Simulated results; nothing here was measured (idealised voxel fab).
process module | voxel capacitor over wiring
cross-section cut | 190 nm wide | cells 5 nm
A cross-section is a grid of square cells, given in bands from the top down. A band is one or more rows of cells.
Each band's line starts with the height of the band's top and of its bottom, in nm. Then come its materials from left to right, each with its width in nm. One material with "throughout" fills the band from edge to edge. "air" is empty space.
Height 0 is the level under which the wafer as received is all one material. The lowest band goes on downwards, as in "0 down".
A width such as "30 to 40" changes by the same amount from each row of cells to the next, from the band's top row to its bottom row.
"no change" after a step means that no cell of the cross-section changed.
closed voids: empty space of 8 cells or more with no open way to the top, each as width x height at its distance from the left edge, in nm
after a step's settings: what the simulator itself notes on the step
overlay nm, on a step with a mask: how far to the right of its planned place the mask lay; to the left if negative
plan
1 op RECEIVE | material Si
2 op CONFORMAL_DEP | material SiO2 | thk nm 15
3 op CONFORMAL_DEP | material SiCN | thk nm 5
4 op DIRECTIONAL_DEP | material lowk | thk nm 20
5 op PATTERN | tone open | mask id METAL_1 | material resist | width nm 30 | pitch nm 95 | thk nm 15 | overlay nm 0
6 op DIRECTIONAL_ETCH | etch materials lowk | depth nm 20
7 op DIRECTIONAL_ETCH | etch materials SiCN | depth nm 5
8 op STRIP | etch materials resist
9 op CONFORMAL_DEP | material TiN | thk nm 5
10 op FILL_DEP | material Ru | thk nm 5
11 op CMP | height nm 40
12 op EPI | material Ru | thk nm 5
13 op FILL_DEP | material SiCN | thk nm 5
14 op DIRECTIONAL_DEP | material SiO2 | thk nm 10
15 op PATTERN | tone open | mask id PLUG_1 | material resist | width nm 15 | thk nm 15 | overlay nm 0
16 op DIRECTIONAL_ETCH | etch materials SiO2 | depth nm 10
17 op DIRECTIONAL_ETCH | etch materials SiCN | depth nm 5
18 op STRIP | etch materials resist
19 op EPI | material Ru | thk nm 10
20 op EPI | material Ru | thk nm 5
21 op DIRECTIONAL_DEP | material TiN | thk nm 10
22 op DIRECTIONAL_DEP | material HfO2 | thk nm 5
23 op DIRECTIONAL_DEP | material TiN | thk nm 5
24 op PATTERN | tone cover | mask id UPPER_PLATE | material resist | width nm 70 | thk nm 15 | overlay nm 0
25 op DIRECTIONAL_ETCH | etch materials TiN | depth nm 5
26 op DIRECTIONAL_ETCH | etch materials HfO2 | depth nm 5
27 op STRIP | etch materials resist
28 op MASKED_ETCH | tone cover | mask id LOWER_PLATE | width nm 80 | etch materials TiN | depth nm 10 | overlay nm 0
29 op FILL_DEP | material SiO2 | thk nm 15
30 op CMP | height nm 90
31 op DIRECTIONAL_DEP | material aC | thk nm 15
32 op PATTERN | tone open | mask id PLUG_2 | material resist | width nm 15 | thk nm 35 | overlay nm 0
33 op DIRECTIONAL_ETCH | etch materials aC | depth nm 15
34 op STRIP | etch materials resist
35 op DIRECTIONAL_ETCH | etch materials SiO2 | depth nm 10
36 op STRIP | etch materials aC
37 op CONFORMAL_DEP | material TiN | thk nm 5
38 op FILL_DEP | material Ru | thk nm 5
39 op CMP | height nm 90
40 op CONFORMAL_DEP | material SiCN | thk nm 5
varied across the wafers: width nm of step 15. The plan shows the first wafer's value. All wafers start alike
first wafer as received, after step 1
  0 down: Si throughout
  closed voids: none
first wafer at the end, after step 40
  95 to 90: SiCN throughout
  90 to 85: SiO2 55 | TiN 5 | Ru 5 | TiN 5 | SiO2 120
  85 to 75: SiO2 55 to 45 | TiN 15 to 70 | SiO2 120 to 75
  75 to 70: SiO2 45 | HfO2 70 | SiO2 75
  70 to 60: SiO2 40 | TiN 80 | SiO2 70
  60 to 50: SiO2 45 | Ru 15 | SiO2 130
  50 to 45: SiCN 45 | Ru 15 | SiCN 130
  45 to 40: SiCN 25 | Ru 40 | SiCN 55 | Ru 40 | SiCN 30
  40 to 20: lowk 30 | TiN 5 | Ru 20 | TiN 5 | lowk 65 | TiN 5 | Ru 20 | TiN 5 | lowk 35
  20 to 15: SiCN 30 | TiN 30 | SiCN 65 | TiN 30 | SiCN 35
  15 to 0: SiO2 throughout
  0 down: Si throughout
  closed voids: none
last wafer at the end
  95 to 90: SiCN throughout
  90 to 85: SiO2 55 | TiN 5 | Ru 5 | TiN 5 | SiO2 120
  85 to 75: SiO2 55 to 45 | TiN 15 to 70 | SiO2 120 to 75
  75 to 70: SiO2 45 | HfO2 70 | SiO2 75
  70 to 60: SiO2 40 | TiN 80 | SiO2 70
  60 to 50: SiO2 40 | Ru 30 | SiO2 120
  50 to 45: SiCN 40 | Ru 30 | SiCN 120
  45 to 40: SiCN 25 | Ru 40 | SiCN 55 | Ru 40 | SiCN 30
  40 to 20: lowk 30 | TiN 5 | Ru 20 | TiN 5 | lowk 65 | TiN 5 | Ru 20 | TiN 5 | lowk 35
  20 to 15: SiCN 30 | TiN 30 | SiCN 65 | TiN 30 | SiCN 35
  15 to 0: SiO2 throughout
  0 down: Si throughout
  closed voids: none
each wafer at the end: cells of each material gained (+) or lost (-) since it was received, then its closed voids
width nm 15 | +14 HfO2 | +58 Ru | +121 SiCN | +346 SiO2 | +79 TiN | +104 lowk | closed voids: none
width nm 20 | +14 HfO2 | +61 Ru | +120 SiCN | +344 SiO2 | +79 TiN | +104 lowk | closed voids: none
width nm 25 | +14 HfO2 | +64 Ru | +119 SiCN | +342 SiO2 | +79 TiN | +104 lowk | closed voids: none
width nm 30 | +14 HfO2 | +67 Ru | +118 SiCN | +340 SiO2 | +79 TiN | +104 lowk | closed voids: none
